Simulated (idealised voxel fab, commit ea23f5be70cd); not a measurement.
process module | voxel released beams
cross-section cut | 230 nm wide | cells 5 nm
A cross-section is a grid of square cells, given in bands from the top down. A band is one or more rows of cells.
Each band's line starts with the height of the band's top and of its bottom, in nm. Then come its materials from left to right, each with its width in nm. One material with "throughout" fills the band from edge to edge. "air" is empty space.
Height 0 is the level under which the wafer as received is all one material. The lowest band goes on downwards, as in "0 down".
A width such as "30 to 40" changes by the same amount from each row of cells to the next, from the band's top row to its bottom row.
"no change" after a step means that no cell of the cross-section changed.
closed voids: empty space of 8 cells or more with no open way to the top, each as width x height at its distance from the left edge, in nm
after a step's settings: what the simulator itself notes on the step
overlay nm, on a step with a mask: how far to the right of its planned place the mask lay; to the left if negative
plan
1 op RECEIVE | material Si
2 op CONFORMAL_DEP | material SiN | thk nm 5
3 op DIRECTIONAL_DEP | material SiO2 | thk nm 20
4 op DIRECTIONAL_DEP | material aC | thk nm 10
5 op PATTERN | tone open | mask id ANCHOR | material resist | width nm 25 | thk nm 30 | overlay nm 0
6 op DIRECTIONAL_ETCH | etch materials aC | depth nm 10
7 op STRIP | etch materials resist
8 op DIRECTIONAL_ETCH | etch materials SiO2 | depth nm 20
9 op STRIP | etch materials aC
10 op CONFORMAL_DEP | material polySi | thk nm 10
11 op DIRECTIONAL_DEP | material aC | thk nm 15
12 op PATTERN | tone cover | mask id BEAM | material resist | width nm 110 | thk nm 30 | overlay nm 0
13 op DIRECTIONAL_ETCH | etch materials aC | depth nm 15
14 op STRIP | etch materials resist
15 op DIRECTIONAL_ETCH | etch materials polySi | depth nm 10
16 op STRIP | etch materials aC
17 op STRIP | etch materials SiO2
as received, after step 1
  0 down: Si throughout
  closed voids: none
a wafer at the end: this start, this plan, one mistake
  35 to 25: air 55 | polySi 110 | air 65
  25 to 20: SiN throughout
  20 to 0: SiO2 throughout
  0 down: Si throughout
  closed voids: none
what went wrong: steps 2 and 3 were swapped
